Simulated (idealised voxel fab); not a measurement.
Process module heading - voxel capacitor over wiring
Cross-section cut spans 180 nm and uses square cells 5 nm in size.
Cross-section format: a grid of square cells, given as bands from top to bottom; each band is one or more rows of cells.
Top height, bottom height, nm. Materials left to right, width each, nm. Single material + "full width" = fills band edge to edge. "empty" = empty.
Note: height 0 marks the level under which the wafer is uniformly one material as received. Lowest band unbounded below, written "z 0 and below".
It should be noted that a width expressed as "30..40" varies in equal increments from row to row of cells within the band, taking the value of the first number at the top row and that of the second number at the bottom row.
It should be understood that the words "nothing changed", when stated for a given step, signify that the cross-section underwent no change in any of its cells during that step.
So "Unvented voids" is basically the list of trapped voids: any empty space of 8 cells or more that can't reach the top through an opening. They're written width x height at distance, the distance being from the left edge, and it's all nm.
If you see something after the settings on a step's line, that's the simulator's own remark about that step.
When a step includes a mask, the "overlay nm" setting on its line states how far to the right of its planned place that mask lay, and negative values state how far to the left.

List of planned process steps
1: RECEIVE: material Si
2: CONFORMAL_DEP: material SiO2, thk nm 10
3: DIRECTIONAL_DEP: material TiN, thk nm 5
4: DIRECTIONAL_DEP: material Ru, thk nm 20
5: MASKED_ETCH: tone cover, mask id METAL_1, width nm 20, pitch nm 75, etch materials Ru, depth nm 20, overlay nm 0
6: MASKED_ETCH: tone cover, mask id METAL_1, width nm 20, pitch nm 75, etch materials TiN, depth nm 5, overlay nm 0
7: CONFORMAL_DEP: material SiN, thk nm 5
8: FILL_DEP: material SiO2, thk nm 10
9: CMP: height nm 35
10: CONFORMAL_DEP: material SiCN, thk nm 5
11: DIRECTIONAL_DEP: material lowk, thk nm 10
12: PATTERN: tone open, mask id PLUG_1, material resist, width nm 15, thk nm 15, overlay nm 0
13: DIRECTIONAL_ETCH: etch materials lowk, depth nm 10
14: DIRECTIONAL_ETCH: etch materials SiCN, depth nm 5
15: STRIP: etch materials resist
16: CONFORMAL_DEP: material TiN, thk nm 5
17: FILL_DEP: material W, thk nm 10
18: CMP: height nm 50
19: DIRECTIONAL_DEP: material TiN, thk nm 5
20: DIRECTIONAL_DEP: material SiN, thk nm 5
21: DIRECTIONAL_DEP: material TiN, thk nm 10
22: PATTERN: tone cover, mask id UPPER_PLATE, material resist, width nm 60, thk nm 15, overlay nm 0
23: DIRECTIONAL_ETCH: etch materials TiN, depth nm 10
24: DIRECTIONAL_ETCH: etch materials SiN, depth nm 5
25: STRIP: etch materials resist
26: PATTERN: tone cover, mask id LOWER_PLATE, material resist, width nm 70, thk nm 15, overlay nm 0
27: DIRECTIONAL_ETCH: etch materials TiN, depth nm 5
28: STRIP: etch materials resist
29: FILL_DEP: material SiO2, thk nm 15
30: CMP: height nm 80
31: PATTERN: tone open, mask id PLUG_2, material resist, width nm 15, thk nm 15, overlay nm 0
32: DIRECTIONAL_ETCH: etch materials SiO2, depth nm 10
33: STRIP: etch materials resist
34: CONFORMAL_DEP: material TiN, thk nm 5
35: FILL_DEP: material Ru, thk nm 10
36: CMP: height nm 80
37: CONFORMAL_DEP: material SiCN, thk nm 5

The first of two wafers, run as planned

Cross-section of the wafer as it came to us, i.e., already through step 1
  z 0 and below = Si full width
  Unvented voids: none

Step 2 done - wafer cross-section
  z 10 to 0 = SiO2 full width
  All layers under 0 are left as they were.

Step 3 done - wafer cross-section
  z 15 to 10 = TiN full width
  All layers under 10 are left as they were.

Step 4 done - wafer cross-section
  z 35 to 15 = Ru full width
  All layers under 15 are left as they were.

Step 5 done - wafer cross-section
  z 35 to 15 = empty=40  Ru=20  empty=55  Ru=20  empty=45
  All layers under 15 are left as they were.

Step 6 done - wafer cross-section
  z 35 to 15 = empty=40  Ru=20  empty=55  Ru=20  empty=45
  z 15 to 10 = empty=40  TiN=20  empty=55  TiN=20  empty=45
  All layers under 10 are left as they were.

Step 7 done - wafer cross-section
  z 40 to 35 = empty=35  SiN=30  empty=45  SiN=30  empty=40
  z 35 to 15 = empty=35  SiN=5  Ru=20  SiN=5  empty=45  SiN=5  Ru=20  SiN=5  empty=40
  z 15 to 10 = SiN=40  TiN=20  SiN=55  TiN=20  SiN=45
  All layers under 10 are left as they were.

Step 8 done - wafer cross-section
  z 50 to 40 = SiO2 full width
  z 40 to 35 = SiO2=35  SiN=30  SiO2=45  SiN=30  SiO2=40
  z 35 to 15 = SiO2=35  SiN=5  Ru=20  SiN=5  SiO2=45  SiN=5  Ru=20  SiN=5  SiO2=40
  All layers under 15 are left as they were.

Step 9 done - wafer cross-section
  z 35 to 15 = SiO2=35  SiN=5  Ru=20  SiN=5  SiO2=45  SiN=5  Ru=20  SiN=5  SiO2=40
  All layers under 15 are left as they were.

Step 10 done - wafer cross-section
  z 40 to 35 = SiCN full width
  All layers under 35 are left as they were.

Step 11 done - wafer cross-section
  z 50 to 40 = lowk full width
  All layers under 40 are left as they were.

Step 12 done - wafer cross-section
  z 65 to 50 = resist=45  empty=15  resist=120
  All layers under 50 are left as they were.

Step 13 done - wafer cross-section
  z 65 to 50 = resist=45  empty=15  resist=120
  z 50 to 40 = lowk=45  empty=15  lowk=120
  All layers under 40 are left as they were.

Step 14 done - wafer cross-section
  z 65 to 50 = resist=45  empty=15  resist=120
  z 50 to 40 = lowk=45  empty=15  lowk=120
  z 40 to 35 = SiCN=45  empty=15  SiCN=120
  All layers under 35 are left as they were.

Step 15 done - wafer cross-section
  z 50 to 40 = lowk=45  empty=15  lowk=120
  All layers under 40 are left as they were.

Step 16 done - wafer cross-section
  z 55 to 50 = TiN=50  empty=5  TiN=125
  z 50 to 40 = lowk=45  TiN=5  empty=5  TiN=5  lowk=120
  z 40 to 35 = SiCN=45  TiN=15  SiCN=120
  All layers under 35 are left as they were.

Step 17 done - wafer cross-section
  z 65 to 55 = W full width
  z 55 to 50 = TiN=50  W=5  TiN=125
  z 50 to 40 = lowk=45  TiN=5  W=5  TiN=5  lowk=120
  All layers under 40 are left as they were.

Step 18 done - wafer cross-section
  z 50 to 40 = lowk=45  TiN=5  W=5  TiN=5  lowk=120
  All layers under 40 are left as they were.

Step 19 done - wafer cross-section
  z 55 to 50 = TiN full width
  All layers under 50 are left as they were.

Step 20 done - wafer cross-section
  z 60 to 55 = SiN full width
  All layers under 55 are left as they were.

Step 21 done - wafer cross-section
  z 70 to 60 = TiN full width
  All layers under 60 are left as they were.

Step 22 done - wafer cross-section
  z 85 to 70 = empty=45  resist=60  empty=75
  All layers under 70 are left as they were.

Step 23 done - wafer cross-section
  z 85 to 70 = empty=45  resist=60  empty=75
  z 70 to 60 = empty=45  TiN=60  empty=75
  All layers under 60 are left as they were.

Step 24 done - wafer cross-section
  z 85 to 70 = empty=45  resist=60  empty=75
  z 70 to 60 = empty=45  TiN=60  empty=75
  z 60 to 55 = empty=45  SiN=60  empty=75
  All layers under 55 are left as they were.

Step 25 done - wafer cross-section
  z 70 to 60 = empty=45  TiN=60  empty=75
  All layers under 60 are left as they were.

Step 26 done - wafer cross-section
  z 85 to 70 = empty=40  resist=70  empty=70
  z 70 to 60 = empty=40  resist=5  TiN=60  resist=5  empty=70
  z 60 to 55 = empty=40  resist=5  SiN=60  resist=5  empty=70
  All layers under 55 are left as they were.

Step 27 done - wafer cross-section
  z 85 to 70 = empty=40  resist=70  empty=70
  z 70 to 60 = empty=40  resist=5  TiN=60  resist=5  empty=70
  z 60 to 55 = empty=40  resist=5  SiN=60  resist=5  empty=70
  z 55 to 50 = empty=40  TiN=70  empty=70
  All layers under 50 are left as they were.

Step 28 done - wafer cross-section
  z 70 to 60 = empty=45  TiN=60  empty=75
  z 60 to 55 = empty=45  SiN=60  empty=75
  All layers under 55 are left as they were.

Step 29 done - wafer cross-section
  z 85 to 70 = SiO2 full width
  z 70 to 60 = SiO2=45  TiN=60  SiO2=75
  z 60 to 55 = SiO2=45  SiN=60  SiO2=75
  z 55 to 50 = SiO2=40  TiN=70  SiO2=70
  All layers under 50 are left as they were.

Step 30 done - wafer cross-section
  z 80 to 70 = SiO2 full width
  All layers under 70 are left as they were.

Step 31 done - wafer cross-section
  z 95 to 80 = resist=55  empty=15  resist=110
  All layers under 80 are left as they were.

Step 32 done - wafer cross-section
  z 95 to 80 = resist=55  empty=15  resist=110
  z 80 to 70 = SiO2=55  empty=15  SiO2=110
  All layers under 70 are left as they were.

Step 33 done - wafer cross-section
  z 80 to 70 = SiO2=55  empty=15  SiO2=110
  All layers under 70 are left as they were.

Step 34 done - wafer cross-section
  z 85 to 80 = TiN=60  empty=5  TiN=115
  z 80 to 75 = SiO2=55  TiN=5  empty=5  TiN=5  SiO2=110
  z 75 to 70 = SiO2=55  TiN=15  SiO2=110
  All layers under 70 are left as they were.

Step 35 done - wafer cross-section
  z 95 to 85 = Ru full width
  z 85 to 80 = TiN=60  Ru=5  TiN=115
  z 80 to 75 = SiO2=55  TiN=5  Ru=5  TiN=5  SiO2=110
  All layers under 75 are left as they were.

Step 36 done - wafer cross-section
  z 80 to 75 = SiO2=55  TiN=5  Ru=5  TiN=5  SiO2=110
  All layers under 75 are left as they were.

Step 37 done - wafer cross-section
  z 85 to 80 = SiCN full width
  All layers under 80 are left as they were.

Companion wafer, the second of two: same beginning, same intended sequence, one mistake in carrying it out; through step 34 inclusive it tracks the first exactly

Second wafer shown in cross-section at the time step 35 was slated to end
  z 105 to 85 = Ru full width
  z 85 to 80 = TiN=60  Ru=5  TiN=115
  z 80 to 75 = SiO2=55  TiN=5  Ru=5  TiN=5  SiO2=110
  All layers under 75 are left as they were.

Second wafer shown in cross-section at the time step 36 was slated to end
  z 80 to 75 = SiO2=55  TiN=5  Ru=5  TiN=5  SiO2=110
  All layers under 75 are left as they were.

Second wafer shown in cross-section at the time step 37 was slated to end
  z 85 to 80 = SiCN full width
  All layers under 80 are left as they were.
Heads up, the wafer didn't run the way we planned it: plan step 35 ran twice
The mistake has no effect on what this model computes, because the two wafers end with the same cross-section.
